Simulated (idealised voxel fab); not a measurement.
The process module presented herein is designated voxel transistor to metal.
180 nm wide, 5 nm square cells: that's cross-section cut.
Throughout this document, each cross-section is represented as a grid of square cells and is presented as a sequence of bands enumerated from the top downward, where a band comprises one or more rows of cells. For a band, the entry starts with two heights in nm, that of the top and then that of the bottom, and carries on with the band's materials in order from left to right, each alongside its width in nm; the word "everywhere" beside a single material means it fills the band edge to edge, and "empty" means empty space. Note: height 0 marks the level under which the wafer is uniformly one material as received. Lowest band unbounded below, written "z 0 and below". Read "30->40" as a graded width: first number on top, second number at the bottom, same change between each pair of neighbouring rows. When a step is marked "remained unchanged", none of the cells in the cross-section changed during that step. Empty spaces without an open route to the top, at least 8 cells in extent, make up the entry "Closed void register"; each is given as width x height at distance, where the distance is measured from the left edge, and all are in nm. Note: text after step settings on the step line = simulator remark on that step. "overlay nm" denotes, for a step that has a mask, the displacement of the mask to the right of its planned place, with negative values corresponding to the left.

Process steps (planned):
1 RECEIVE (material Si)
2 CONFORMAL_DEP (material SiO2; thk nm 5)
3 CONFORMAL_DEP (material SiN; thk nm 10)
4 PATTERN (tone cover; mask id ACTIVE; material resist; width nm 105; thk nm 20; overlay nm 0)
5 DIRECTIONAL_ETCH (etch materials SiN; depth nm 10)
6 DIRECTIONAL_ETCH (etch materials SiO2; depth nm 5)
7 DIRECTIONAL_ETCH (etch materials Si; depth nm 35)
8 STRIP (etch materials resist)
9 OXIDIZE (depth nm 5)
10 FILL_DEP (material SiO2; thk nm 5)
11 CMP (height nm 15)
12 SELECTIVE_ETCH (etch materials SiO2; depth nm 10)
13 STRIP (etch materials SiN)
14 SELECTIVE_ETCH (etch materials SiO2; depth nm 5)
15 OXIDIZE (depth nm 5)
16 DIRECTIONAL_DEP (material polySi; thk nm 20)
17 DIRECTIONAL_DEP (material SiCN; thk nm 10)
18 PATTERN (tone cover; mask id GATE; material resist; width nm 25; thk nm 20; overlay nm 0)
19 DIRECTIONAL_ETCH (etch materials SiCN; depth nm 20)
20 DIRECTIONAL_ETCH (etch materials polySi; depth nm 30)
21 STRIP (etch materials resist)
22 CONFORMAL_DEP (material SiN; thk nm 10)
23 DIRECTIONAL_ETCH (etch materials SiN; depth nm 10)
24 DIRECTIONAL_ETCH (etch materials SiO2; depth nm 5)
25 DIRECTIONAL_ETCH (etch materials Si; depth nm 15)
26 EPI (material pSi; thk nm 15)
27 FILL_DEP (material SiO2; thk nm 5)
28 CMP (height nm 20)
29 STRIP (etch materials polySi)
30 SELECTIVE_ETCH (etch materials SiO2; depth nm 5)
31 CONFORMAL_DEP (material HfO2; thk nm 5)
32 CONFORMAL_DEP (material TiN; thk nm 5)
33 FILL_DEP (material W; thk nm 5)
34 CMP (height nm 15)
35 DIRECTIONAL_DEP (material SiO2; thk nm 15)
36 DIRECTIONAL_DEP (material aC; thk nm 10)
37 PATTERN (tone open; mask id CONTACT; material resist; width nm 15; pitch nm 70; thk nm 30; overlay nm 0)
38 DIRECTIONAL_ETCH (etch materials aC; depth nm 10)
39 STRIP (etch materials resist)
40 DIRECTIONAL_ETCH (etch materials SiO2; depth nm 35)
41 STRIP (etch materials aC)
42 CONFORMAL_DEP (material TiN; thk nm 5)
43 FILL_DEP (material W; thk nm 10)
44 CMP (height nm 30)
45 CONFORMAL_DEP (material SiCN; thk nm 5)
46 DIRECTIONAL_DEP (material SiO2; thk nm 15)
47 DIRECTIONAL_DEP (material aC; thk nm 15)
48 PATTERN (tone open; mask id METAL_1; material resist; width nm 15; pitch nm 70; thk nm 30; overlay nm 0)
49 DIRECTIONAL_ETCH (etch materials aC; depth nm 15)
50 STRIP (etch materials resist)
51 DIRECTIONAL_ETCH (etch materials SiO2; depth nm 15)
52 DIRECTIONAL_ETCH (etch materials SiCN; depth nm 5)
53 STRIP (etch materials aC)
54 CONFORMAL_DEP (material TiN; thk nm 5)
55 FILL_DEP (material Cu; thk nm 10)
56 CMP (height nm 50)
57 CONFORMAL_DEP (material SiCN; thk nm 5)
58 DIRECTIONAL_DEP (material SiO2; thk nm 30)
59 DIRECTIONAL_DEP (material aC; thk nm 15)
60 PATTERN (tone open; mask id METAL_2; material resist; width nm 15; pitch nm 70; thk nm 35; overlay nm 0)
61 DIRECTIONAL_ETCH (etch materials aC; depth nm 15)
62 STRIP (etch materials resist)
63 DIRECTIONAL_ETCH (etch materials SiO2; depth nm 20)
64 STRIP (etch materials aC)
65 DIRECTIONAL_DEP (material aC; thk nm 15)
66 PATTERN (tone open; mask id METAL_2_HOLES; material resist; width nm 15; pitch nm 70; thk nm 35; overlay nm 0)
67 DIRECTIONAL_ETCH (etch materials aC; depth nm 15)
68 STRIP (etch materials resist)
69 DIRECTIONAL_ETCH (etch materials SiO2; depth nm 10)
70 DIRECTIONAL_ETCH (etch materials SiCN; depth nm 5)
71 STRIP (etch materials aC)
72 CONFORMAL_DEP (material TiN; thk nm 5)
73 FILL_DEP (material Cu; thk nm 10)
74 CMP (height nm 85)
75 CONFORMAL_DEP (material SiN; thk nm 5)

Wafer cross-section on receipt, i.e. after step 1:
    z 0 and below  Si everywhere
    Closed void register: none

First of two wafers: cross-section at end of module, run per plan:
    z 90 to 85  SiN everywhere
    z 85 to 55  45 nm SiO2  5 nm TiN  5 nm Cu  5 nm TiN  55 nm SiO2  5 nm TiN  5 nm Cu  5 nm TiN  50 nm SiO2
    z 55 to 50  45 nm SiCN  15 nm TiN  55 nm SiCN  15 nm TiN  50 nm SiCN
    z 50 to 35  45 nm SiO2  5 nm TiN  5 nm Cu  5 nm TiN  55 nm SiO2  5 nm TiN  5 nm Cu  5 nm TiN  50 nm SiO2
    z 35 to 30  45 nm SiCN  15 nm TiN  55 nm SiCN  15 nm TiN  50 nm SiCN
    z 30 to 15  45 nm SiO2  5 nm TiN  5 nm W  5 nm TiN  55 nm SiO2  5 nm TiN  5 nm W  5 nm TiN  50 nm SiO2
    z 15 to 10  45 nm SiO2  15 nm TiN  5 nm SiO2  10 nm SiN  5 nm HfO2  5 nm TiN  5 nm W  5 nm TiN  5 nm HfO2  10 nm SiN  5 nm SiO2  15 nm TiN  50 nm SiO2
    z 10 to 5  45 nm SiO2  5 nm TiN  15 nm pSi  10 nm SiN  5 nm HfO2  5 nm TiN  5 nm W  5 nm TiN  5 nm HfO2  10 nm SiN  15 nm pSi  5 nm TiN  50 nm SiO2
    z 5 to 0  45 nm SiO2  5 nm TiN  15 nm pSi  10 nm SiN  5 nm HfO2  15 nm TiN  5 nm HfO2  10 nm SiN  15 nm pSi  5 nm TiN  50 nm SiO2
    z 0 to -5  45 nm SiO2  5 nm TiN  15 nm pSi  5 nm SiO2  35 nm HfO2  5 nm SiO2  15 nm pSi  5 nm TiN  50 nm SiO2
    z -5 to -20  40 nm SiO2  25 nm pSi  45 nm Si  25 nm pSi  45 nm SiO2
    z -20 to -40  40 nm SiO2  95 nm Si  45 nm SiO2
    z -40 and below  Si everywhere
    Closed void register: none

Cross-sectional view of the second of two wafers upon completion of the module. This wafer shared its starting condition and process plan with the first; one error was made during its execution:
    z 90 to 85  SiN everywhere
    z 85 to 55  45 nm SiO2  5 nm TiN  5 nm Cu  5 nm TiN  55 nm SiO2  5 nm TiN  5 nm Cu  5 nm TiN  50 nm SiO2
    z 55 to 45  45 nm SiCN  15 nm TiN  55 nm SiCN  15 nm TiN  50 nm SiCN
    z 45 to 30  SiO2 everywhere
    z 30 to 15  45 nm SiO2  5 nm TiN  5 nm W  5 nm TiN  55 nm SiO2  5 nm TiN  5 nm W  5 nm TiN  50 nm SiO2
    z 15 to 10  45 nm SiO2  15 nm TiN  5 nm SiO2  10 nm SiN  5 nm HfO2  5 nm TiN  5 nm W  5 nm TiN  5 nm HfO2  10 nm SiN  5 nm SiO2  15 nm TiN  50 nm SiO2
    z 10 to 5  45 nm SiO2  5 nm TiN  15 nm pSi  10 nm SiN  5 nm HfO2  5 nm TiN  5 nm W  5 nm TiN  5 nm HfO2  10 nm SiN  15 nm pSi  5 nm TiN  50 nm SiO2
    z 5 to 0  45 nm SiO2  5 nm TiN  15 nm pSi  10 nm SiN  5 nm HfO2  15 nm TiN  5 nm HfO2  10 nm SiN  15 nm pSi  5 nm TiN  50 nm SiO2
    z 0 to -5  45 nm SiO2  5 nm TiN  15 nm pSi  5 nm SiO2  35 nm HfO2  5 nm SiO2  15 nm pSi  5 nm TiN  50 nm SiO2
    z -5 to -20  40 nm SiO2  25 nm pSi  45 nm Si  25 nm pSi  45 nm SiO2
    z -20 to -40  40 nm SiO2  95 nm Si  45 nm SiO2
    z -40 and below  Si everywhere
    Closed void register: none
Misprocessing identified: the intended sequence of steps 45 and 46 was reversed during processing, with each occupying the position of the other
The closing comparison, in cells, has the second wafer with more or fewer of some materials than the first: -6 Cu; +18 SiO2; -12 TiN
